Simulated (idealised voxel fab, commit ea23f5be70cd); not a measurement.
process module | voxel self aligned vias
cross-section cut | 255 nm wide | cells 5 nm
A cross-section is a grid of square cells, given in bands from the top down. A band is one or more rows of cells.
Each band's line starts with the height of the band's top and of its bottom, in nm. Then come its materials from left to right, each with its width in nm. One material with "throughout" fills the band from edge to edge. "air" is empty space.
Height 0 is the level under which the wafer as received is all one material. The lowest band goes on downwards, as in "0 down".
A width such as "30 to 40" changes by the same amount from each row of cells to the next, from the band's top row to its bottom row.
"no change" after a step means that no cell of the cross-section changed.
closed voids: empty space of 8 cells or more with no open way to the top, each as width x height at its distance from the left edge, in nm
after a step's settings: what the simulator itself notes on the step
overlay nm, on a step with a mask: how far to the right of its planned place the mask lay; to the left if negative
plan
1 op RECEIVE | material Si
2 op CONFORMAL_DEP | material SiO2 | thk nm 10
3 op CONFORMAL_DEP | material SiCN | thk nm 5
4 op DIRECTIONAL_DEP | material SiO2 | thk nm 25
5 op MASKED_ETCH | tone open | mask id LINES | width nm 25 | pitch nm 60 | etch materials SiO2 | depth nm 25 | overlay nm 0
6 op CONFORMAL_DEP | material TiN | thk nm 5
7 op FILL_DEP | material W | thk nm 5
8 op CMP | height nm 40
9 op SELECTIVE_ETCH | etch materials W Ru TiN | depth nm 10
10 op FILL_DEP | material SiN | thk nm 10
11 op CMP | height nm 40
12 op DIRECTIONAL_DEP | material SiO2 | thk nm 20
13 op MASKED_ETCH | tone open | mask id VIAS | width nm 45 | pitch nm 120 | etch materials SiO2 | depth nm 20 | overlay nm 0
14 op MASKED_ETCH | tone open | mask id VIAS | width nm 45 | pitch nm 120 | etch materials SiN | depth nm 10 | overlay nm 0
15 op CONFORMAL_DEP | material TiN | thk nm 5
16 op FILL_DEP | material Cu | thk nm 5
17 op CMP | height nm 60
18 op CONFORMAL_DEP | material SiCN | thk nm 5
as received, after step 1
  0 down: Si throughout
  closed voids: none
first wafer at the end, as planned
  65 to 60: SiCN throughout
  60 to 45: SiO2 45 | TiN 5 | Cu 35 | TiN 5 | SiO2 75 | TiN 5 | Cu 35 | TiN 5 | SiO2 45
  45 to 40: SiO2 45 | TiN 15 | Cu 15 | TiN 15 | SiO2 75 | TiN 15 | Cu 15 | TiN 15 | SiO2 45
  40 to 35: SiO2 55 | TiN 5 | Cu 15 | TiN 5 | SiO2 35 | SiN 25 | SiO2 35 | TiN 5 | Cu 15 | TiN 5 | SiO2 55
  35 to 30: SiO2 55 | TiN 25 | SiO2 35 | SiN 25 | SiO2 35 | TiN 25 | SiO2 55
  30 to 20: SiO2 55 | TiN 5 | W 15 | TiN 5 | SiO2 35 | TiN 5 | W 15 | TiN 5 | SiO2 35 | TiN 5 | W 15 | TiN 5 | SiO2 55
  20 to 15: SiO2 55 | TiN 25 | SiO2 35 | TiN 25 | SiO2 35 | TiN 25 | SiO2 55
  15 to 10: SiCN throughout
  10 to 0: SiO2 throughout
  0 down: Si throughout
  closed voids: none
second wafer at the end: like start, like plan, one mistake
  65 to 60: SiCN throughout
  60 to 45: SiO2 45 | TiN 5 | Cu 35 | TiN 5 | SiO2 75 | TiN 5 | Cu 35 | TiN 5 | SiO2 45
  45 to 40: SiO2 45 | TiN 20 | Cu 5 | TiN 20 | SiO2 75 | TiN 20 | Cu 5 | TiN 20 | SiO2 45
  40 to 35: SiO2 55 | Cu 5 | TiN 5 | Cu 5 | TiN 5 | Cu 5 | SiO2 35 | Cu 5 | SiN 15 | Cu 5 | SiO2 35 | Cu 5 | TiN 5 | Cu 5 | TiN 5 | Cu 5 | SiO2 55
  35 to 30: SiO2 55 | Cu 5 | TiN 15 | Cu 5 | SiO2 35 | Cu 5 | SiN 15 | Cu 5 | SiO2 35 | Cu 5 | TiN 15 | Cu 5 | SiO2 55
  30 to 20: SiO2 55 | Cu 5 | W 15 | Cu 5 | SiO2 35 | Cu 5 | W 15 | Cu 5 | SiO2 35 | Cu 5 | W 15 | Cu 5 | SiO2 55
  20 to 15: SiO2 55 | Cu 25 | SiO2 35 | Cu 25 | SiO2 35 | Cu 25 | SiO2 55
  15 to 10: SiCN throughout
  10 to 0: SiO2 throughout
  0 down: Si throughout
  closed voids: none
what went wrong: step 6 ran as: op CONFORMAL_DEP | material Cu | thk nm 5
at the end the second wafer has, in cells: 31 more of Cu | 4 fewer of SiN | 27 fewer of TiN
